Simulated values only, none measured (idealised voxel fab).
The process module presented herein is designated voxel gate over fins.
Pictured: cross-section cut, 280 nm wide, on a grid of 5 nm square cells.
For the purposes of this document, a cross-section shall be understood as a grid of square cells, specified as bands listed in top-to-bottom order, each band consisting of one or more rows of cells. The band entry comprises the height of the band's top followed by the height of its bottom, expressed in nm, and subsequently the band's materials from left to right, each stated together with its width in nm. Where a single material is marked with the word "throughout", that material fills the band from edge to edge. The word "blank" represents empty space. Heights from 0 (as-received wafer is one material below). Bottom band endless downward, as "0 -> down". Width "30 to 40": first value at the band's top row of cells, second value at its bottom row, equal change from row to row. The cross-section has no changed cell in any step marked "changes: none". Heads up: "Sealed cavities" only lists the empty pockets with no open path to the top that are 8 cells or more, and it writes them as width x height at distance, distance from the left edge, in nm. Formally, on a step line, whatever follows the settings is a remark that the simulator itself makes on the step. overlay nm: right-of-plan distance of the mask on a masked step; negative values mean left-of-plan.
Planned process steps:
| 1 | RECEIVE [material Si] |
| 2 | CONFORMAL_DEP [material SiN] [thk nm 5] |
| 3 | PATTERN [tone cover] [mask id FINS] [material resist] [width nm 15] [pitch nm 45] [thk nm 20] [overlay nm 0] |
| 4 | DIRECTIONAL_ETCH [etch materials SiN] [depth nm 5] |
| 5 | DIRECTIONAL_ETCH [etch materials Si] [depth nm 30] |
| 6 | STRIP [etch materials resist] |
| 7 | FILL_DEP [material SiO2] [thk nm 5] |
| 8 | CMP [height nm 5] |
| 9 | SELECTIVE_ETCH [etch materials SiO2] [depth nm 15] |
| 10 | STRIP [etch materials SiN] |
| 11 | CONFORMAL_DEP [material HfO2] [thk nm 5] |
| 12 | CONFORMAL_DEP [material TiN] [thk nm 5] |
| 13 | FILL_DEP [material W] [thk nm 10] |
| 14 | CMP [height nm 15] |
| 15 | CONFORMAL_DEP [material SiCN] [thk nm 5] |
Don't read the plan's width nm for step 3 as applying to every wafer: that's the first wafer's value, and the wafers differ in it, though they all start identical.
The as-received cross-section of the first of several wafers corresponds to the state after step 1:
    0 -> down = Si throughout
    Sealed cavities: none
Per wafer (row), end of module: delta in cells per material since receipt, (+) for gained, (-) for lost; closed voids after that:
width nm 15 | +64 HfO2 | -300 Si | +56 SiCN | +200 SiO2 | +64 TiN | +140 W | Sealed cavities: none
width nm 20 | +64 HfO2 | -288 Si | +56 SiCN | +192 SiO2 | +64 TiN | +136 W | Sealed cavities: none
width nm 25 | +64 HfO2 | -276 Si | +56 SiCN | +184 SiO2 | +64 TiN | +132 W | Sealed cavities: none
width nm 30 | +64 HfO2 | -264 Si | +56 SiCN | +176 SiO2 | +62 TiN | +130 W | Sealed cavities: none
